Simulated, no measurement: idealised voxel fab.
A process module follows: voxel ribs on slabs.
It is cross-section cut that appears here, measuring 145 nm in width, its square cells being 5 nm in size.
Notation: cross-section as square-cell grid; stated in bands, top first, going down; one or more cell rows per band.
Basically the band line says how high the top is and how high the bottom is, in nm, and then what's in it from left to right, every material with its width in nm. Empty space shows up as "air", and if a single material carries "throughout" it runs the full band edge to edge.
Note: height 0 marks the level under which the wafer is uniformly one material as received. Lowest band unbounded below, written "z 0 and below".
With a width like "30 to 40", each row of cells in the band differs from the next by the same amount, the top row carrying the first number and the bottom row the second.
Where the words "remains unaltered" appear for a step, the cross-section shows no cell changed by that step; every cell remained as before.
Listed in "Cavities, sealed": every empty space of 8 or more cells without an open way to the top. Form: width x height at distance, the distance being from the left edge, all in nm.
That trailing text on a step's line, after the settings, is the simulator's own remark on the step.
A step line may carry the setting "overlay nm", which, for steps involving a mask, states the distance by which the mask lay to the right of its intended position; negative values denote displacement to the left.
Process steps foreseen in the plan
- 1: RECEIVE | material Si
- 2: DIRECTIONAL_DEP | material SiO2 | thk nm 25
- 3: DIRECTIONAL_DEP | material polySi | thk nm 5
- 4: DIRECTIONAL_DEP | material aC | thk nm 10
- 5: PATTERN | tone cover | mask id RIB | material resist | width nm 15 | thk nm 30 | overlay nm 0
- 6: DIRECTIONAL_ETCH | etch materials aC | depth nm 10
- 7: STRIP | etch materials resist
- 8: DIRECTIONAL_ETCH | etch materials polySi | depth nm 10
- 9: STRIP | etch materials aC
- 10: MASKED_ETCH | tone cover | mask id SLAB | width nm 55 | etch materials polySi | depth nm 5 | overlay nm 0
- 11: FILL_DEP | material SiO2 | thk nm 25
- 12: CMP | height nm 55
- 13: DIRECTIONAL_DEP | material TiN | thk nm 10
- 14: PATTERN | tone cover | mask id HEATER | material resist | width nm 25 | thk nm 20 | overlay nm 0
- 15: DIRECTIONAL_ETCH | etch materials TiN | depth nm 10
- 16: STRIP | etch materials resist
- 17: CONFORMAL_DEP | material SiO2 | thk nm 5
Wafer-to-wafer difference: thk nm, step 3. Common start. Plan = first wafer's value.
First of several wafers, received after step 1, in cross-section
- z 0 and below  Si throughout
- Cavities, sealed: none
First of several wafers: cross-section at the end of the module, after step 17, its last step
- z 70 to 65  air=55, SiO2=35, air=55
- z 65 to 60  air=55, SiO2=5, TiN=25, SiO2=5, air=55
- z 60 to 55  SiO2=60, TiN=25, SiO2=60
- z 55 to 30  SiO2 throughout
- z 30 to 25  SiO2=65, polySi=15, SiO2=65
- z 25 to 0  SiO2 throughout
- z 0 and below  Si throughout
- Cavities, sealed: none
End of module, last wafer sectioned
- z 70 to 65  air=55, SiO2=35, air=55
- z 65 to 60  air=55, SiO2=5, TiN=25, SiO2=5, air=55
- z 60 to 55  SiO2=60, TiN=25, SiO2=60
- z 55 to 45  SiO2=65, polySi=15, SiO2=65
- z 45 to 40  SiO2=45, polySi=55, SiO2=45
- z 40 to 25  polySi throughout
- z 25 to 0  SiO2 throughout
- z 0 and below  Si throughout
- Cavities, sealed: none
Quick key for the table: a row per wafer, taken at the end of the module. For each material it tells you how many cells the wafer gained (+) or lost (-) since it came in, and the closed voids come after
thk nm 5; +349 SiO2; +10 TiN; +3 polySi; Cavities, sealed: none
thk nm 10; +346 SiO2; +10 TiN; +6 polySi; Cavities, sealed: none
thk nm 15; +335 SiO2; +10 TiN; +17 polySi; Cavities, sealed: none
thk nm 20; +306 SiO2; +10 TiN; +46 polySi; Cavities, sealed: none
thk nm 25; +277 SiO2; +10 TiN; +75 polySi; Cavities, sealed: none
thk nm 30; +248 SiO2; +10 TiN; +104 polySi; Cavities, sealed: none
